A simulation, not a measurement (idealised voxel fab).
process module | voxel capacitor over wiring
cross-section cut | 210 nm wide | cells 5 nm
A cross-section is a grid of square cells, given in bands from the top down. A band is one or more rows of cells.
Each band's line starts with the height of the band's top and of its bottom, in nm. Then come its materials from left to right, each with its width in nm. One material with "throughout" fills the band from edge to edge. "air" is empty space.
Height 0 is the level under which the wafer as received is all one material. The lowest band goes on downwards, as in "0 down".
A width such as "30 to 40" changes by the same amount from each row of cells to the next, from the band's top row to its bottom row.
"no change" after a step means that no cell of the cross-section changed.
closed voids: empty space of 8 cells or more with no open way to the top, each as width x height at its distance from the left edge, in nm
after a step's settings: what the simulator itself notes on the step
overlay nm, on a step with a mask: how far to the right of its planned place the mask lay; to the left if negative
plan
1 op RECEIVE | material Si
2 op CONFORMAL_DEP | material SiO2 | thk nm 10
3 op CONFORMAL_DEP | material SiCN | thk nm 5
4 op DIRECTIONAL_DEP | material lowk | thk nm 15
5 op MASKED_ETCH | tone open | mask id METAL_1 | width nm 30 | pitch nm 95 | etch materials lowk | depth nm 15 | overlay nm 0
6 op MASKED_ETCH | tone open | mask id METAL_1 | width nm 30 | pitch nm 95 | etch materials SiCN | depth nm 5 | overlay nm 0
7 op CONFORMAL_DEP | material TiN | thk nm 5
8 op FILL_DEP | material Ru | thk nm 5
9 op CMP | height nm 30
10 op CONFORMAL_DEP | material SiCN | thk nm 5
11 op DIRECTIONAL_DEP | material lowk | thk nm 15
12 op PATTERN | tone open | mask id PLUG_1 | material resist | width nm 15 | thk nm 15 | overlay nm 0
13 op DIRECTIONAL_ETCH | etch materials lowk | depth nm 15
14 op DIRECTIONAL_ETCH | etch materials SiCN | depth nm 5
15 op STRIP | etch materials resist
16 op CONFORMAL_DEP | material TiN | thk nm 5
17 op FILL_DEP | material Ru | thk nm 10
18 op CMP | height nm 50
19 op DIRECTIONAL_DEP | material TiN | thk nm 5
20 op DIRECTIONAL_DEP | material Al2O3 | thk nm 5
21 op DIRECTIONAL_DEP | material TiN | thk nm 5
22 op PATTERN | tone cover | mask id UPPER_PLATE | material resist | width nm 70 | thk nm 20 | overlay nm 0
23 op DIRECTIONAL_ETCH | etch materials TiN | depth nm 5
24 op DIRECTIONAL_ETCH | etch materials Al2O3 | depth nm 5
25 op STRIP | etch materials resist
26 op MASKED_ETCH | tone cover | mask id LOWER_PLATE | width nm 80 | etch materials TiN | depth nm 5 | overlay nm 0
27 op FILL_DEP | material SiO2 | thk nm 15
28 op CMP | height nm 75
29 op MASKED_ETCH | tone open | mask id PLUG_2 | width nm 15 | etch materials SiO2 | depth nm 10 | overlay nm 0
30 op CONFORMAL_DEP | material TiN | thk nm 5
31 op FILL_DEP | material W | thk nm 10
32 op CMP | height nm 75
33 op CONFORMAL_DEP | material SiCN | thk nm 5
first wafer, as planned
as received, after step 1
  0 down: Si throughout
  closed voids: none
after step 2
  10 to 0: SiO2 throughout
  below 0: unchanged
after step 3
  15 to 10: SiCN throughout
  below 10: unchanged
after step 4
  30 to 15: lowk throughout
  below 15: unchanged
after step 5
  30 to 15: lowk 40 | air 30 | lowk 65 | air 30 | lowk 45
  below 15: unchanged
after step 6
  30 to 15: lowk 40 | air 30 | lowk 65 | air 30 | lowk 45
  15 to 10: SiCN 40 | air 30 | SiCN 65 | air 30 | SiCN 45
  below 10: unchanged
after step 7
  35 to 30: TiN 45 | air 20 | TiN 75 | air 20 | TiN 50
  30 to 15: lowk 40 | TiN 5 | air 20 | TiN 5 | lowk 65 | TiN 5 | air 20 | TiN 5 | lowk 45
  15 to 10: SiCN 40 | TiN 30 | SiCN 65 | TiN 30 | SiCN 45
  below 10: unchanged
after step 8
  40 to 35: Ru throughout
  35 to 30: TiN 45 | Ru 20 | TiN 75 | Ru 20 | TiN 50
  30 to 15: lowk 40 | TiN 5 | Ru 20 | TiN 5 | lowk 65 | TiN 5 | Ru 20 | TiN 5 | lowk 45
  below 15: unchanged
after step 9
  30 to 15: lowk 40 | TiN 5 | Ru 20 | TiN 5 | lowk 65 | TiN 5 | Ru 20 | TiN 5 | lowk 45
  below 15: unchanged
after step 10
  35 to 30: SiCN throughout
  below 30: unchanged
after step 11
  50 to 35: lowk throughout
  below 35: unchanged
after step 12
  65 to 50: resist 55 | air 15 | resist 140
  below 50: unchanged
after step 13
  65 to 50: resist 55 | air 15 | resist 140
  50 to 35: lowk 55 | air 15 | lowk 140
  below 35: unchanged
after step 14
  65 to 50: resist 55 | air 15 | resist 140
  50 to 35: lowk 55 | air 15 | lowk 140
  35 to 30: SiCN 55 | air 15 | SiCN 140
  below 30: unchanged
after step 15
  50 to 35: lowk 55 | air 15 | lowk 140
  below 35: unchanged
after step 16
  55 to 50: TiN 60 | air 5 | TiN 145
  50 to 35: lowk 55 | TiN 5 | air 5 | TiN 5 | lowk 140
  35 to 30: SiCN 55 | TiN 15 | SiCN 140
  below 30: unchanged
after step 17
  65 to 55: Ru throughout
  55 to 50: TiN 60 | Ru 5 | TiN 145
  50 to 35: lowk 55 | TiN 5 | Ru 5 | TiN 5 | lowk 140
  below 35: unchanged
after step 18
  50 to 35: lowk 55 | TiN 5 | Ru 5 | TiN 5 | lowk 140
  below 35: unchanged
after step 19
  55 to 50: TiN throughout
  below 50: unchanged
after step 20
  60 to 55: Al2O3 throughout
  below 55: unchanged
after step 21
  65 to 60: TiN throughout
  below 60: unchanged
after step 22
  85 to 65: air 55 | resist 70 | air 85
  below 65: unchanged
after step 23
  85 to 65: air 55 | resist 70 | air 85
  65 to 60: air 55 | TiN 70 | air 85
  below 60: unchanged
after step 24
  85 to 65: air 55 | resist 70 | air 85
  65 to 60: air 55 | TiN 70 | air 85
  60 to 55: air 55 | Al2O3 70 | air 85
  below 55: unchanged
after step 25
  65 to 60: air 55 | TiN 70 | air 85
  below 60: unchanged
after step 26
  65 to 60: air 55 | TiN 70 | air 85
  60 to 55: air 55 | Al2O3 70 | air 85
  55 to 50: air 50 | TiN 80 | air 80
  below 50: unchanged
after step 27
  80 to 65: SiO2 throughout
  65 to 60: SiO2 55 | TiN 70 | SiO2 85
  60 to 55: SiO2 55 | Al2O3 70 | SiO2 85
  55 to 50: SiO2 50 | TiN 80 | SiO2 80
  below 50: unchanged
after step 28
  75 to 65: SiO2 throughout
  below 65: unchanged
after step 29
  75 to 65: SiO2 65 | air 15 | SiO2 130
  below 65: unchanged
after step 30
  80 to 75: TiN 70 | air 5 | TiN 135
  75 to 70: SiO2 65 | TiN 5 | air 5 | TiN 5 | SiO2 130
  70 to 60: SiO2 65 to 55 | TiN 15 to 70 | SiO2 130 to 85
  below 60: unchanged
after step 31
  90 to 80: W throughout
  80 to 75: TiN 70 | W 5 | TiN 135
  75 to 70: SiO2 65 | TiN 5 | W 5 | TiN 5 | SiO2 130
  below 70: unchanged
after step 32
  75 to 70: SiO2 65 | TiN 5 | W 5 | TiN 5 | SiO2 130
  below 70: unchanged
after step 33
  80 to 75: SiCN throughout
  below 75: unchanged
second wafer: like start, like plan, one mistake. Through step 11 it matches the first wafer
when step 12 should have ended
  65 to 50: resist 50 | air 25 | resist 135
  below 50: unchanged
when step 13 should have ended
  65 to 50: resist 50 | air 25 | resist 135
  50 to 35: lowk 50 | air 25 | lowk 135
  below 35: unchanged
when step 14 should have ended
  65 to 50: resist 50 | air 25 | resist 135
  50 to 35: lowk 50 | air 25 | lowk 135
  35 to 30: SiCN 50 | air 25 | SiCN 135
  below 30: unchanged
when step 15 should have ended
  50 to 35: lowk 50 | air 25 | lowk 135
  below 35: unchanged
when step 16 should have ended
  55 to 50: TiN 55 | air 15 | TiN 140
  50 to 35: lowk 50 | TiN 5 | air 15 | TiN 5 | lowk 135
  35 to 30: SiCN 50 | TiN 25 | SiCN 135
  below 30: unchanged
when step 17 should have ended
  65 to 55: Ru throughout
  55 to 50: TiN 55 | Ru 15 | TiN 140
  50 to 35: lowk 50 | TiN 5 | Ru 15 | TiN 5 | lowk 135
  below 35: unchanged
when step 18 should have ended
  50 to 35: lowk 50 | TiN 5 | Ru 15 | TiN 5 | lowk 135
  below 35: unchanged
when step 19 should have ended
  55 to 50: TiN throughout
  below 50: unchanged
when step 20 should have ended
  60 to 55: Al2O3 throughout
  below 55: unchanged
when step 21 should have ended
  65 to 60: TiN throughout
  below 60: unchanged
when step 22 should have ended
  85 to 65: air 55 | resist 70 | air 85
  below 65: unchanged
when step 23 should have ended
  85 to 65: air 55 | resist 70 | air 85
  65 to 60: air 55 | TiN 70 | air 85
  below 60: unchanged
when step 24 should have ended
  85 to 65: air 55 | resist 70 | air 85
  65 to 60: air 55 | TiN 70 | air 85
  60 to 55: air 55 | Al2O3 70 | air 85
  below 55: unchanged
when step 25 should have ended
  65 to 60: air 55 | TiN 70 | air 85
  below 60: unchanged
when step 26 should have ended
  65 to 60: air 55 | TiN 70 | air 85
  60 to 55: air 55 | Al2O3 70 | air 85
  55 to 50: air 50 | TiN 80 | air 80
  below 50: unchanged
when step 27 should have ended
  80 to 65: SiO2 throughout
  65 to 60: SiO2 55 | TiN 70 | SiO2 85
  60 to 55: SiO2 55 | Al2O3 70 | SiO2 85
  55 to 50: SiO2 50 | TiN 80 | SiO2 80
  below 50: unchanged
when step 28 should have ended
  75 to 65: SiO2 throughout
  below 65: unchanged
when step 29 should have ended
  75 to 65: SiO2 65 | air 15 | SiO2 130
  below 65: unchanged
when step 30 should have ended
  80 to 75: TiN 70 | air 5 | TiN 135
  75 to 70: SiO2 65 | TiN 5 | air 5 | TiN 5 | SiO2 130
  70 to 60: SiO2 65 to 55 | TiN 15 to 70 | SiO2 130 to 85
  below 60: unchanged
when step 31 should have ended
  90 to 80: W throughout
  80 to 75: TiN 70 | W 5 | TiN 135
  75 to 70: SiO2 65 | TiN 5 | W 5 | TiN 5 | SiO2 130
  below 70: unchanged
when step 32 should have ended
  75 to 70: SiO2 65 | TiN 5 | W 5 | TiN 5 | SiO2 130
  below 70: unchanged
when step 33 should have ended
  80 to 75: SiCN throughout
  below 75: unchanged
what went wrong: step 12 ran as: op PATTERN | tone open | mask id PLUG_1 | material resist | width nm 25 | thk nm 15 | overlay nm 0
at the end the second wafer has, in cells: 6 more of Ru | 2 fewer of SiCN | 2 more of TiN | 6 fewer of lowk
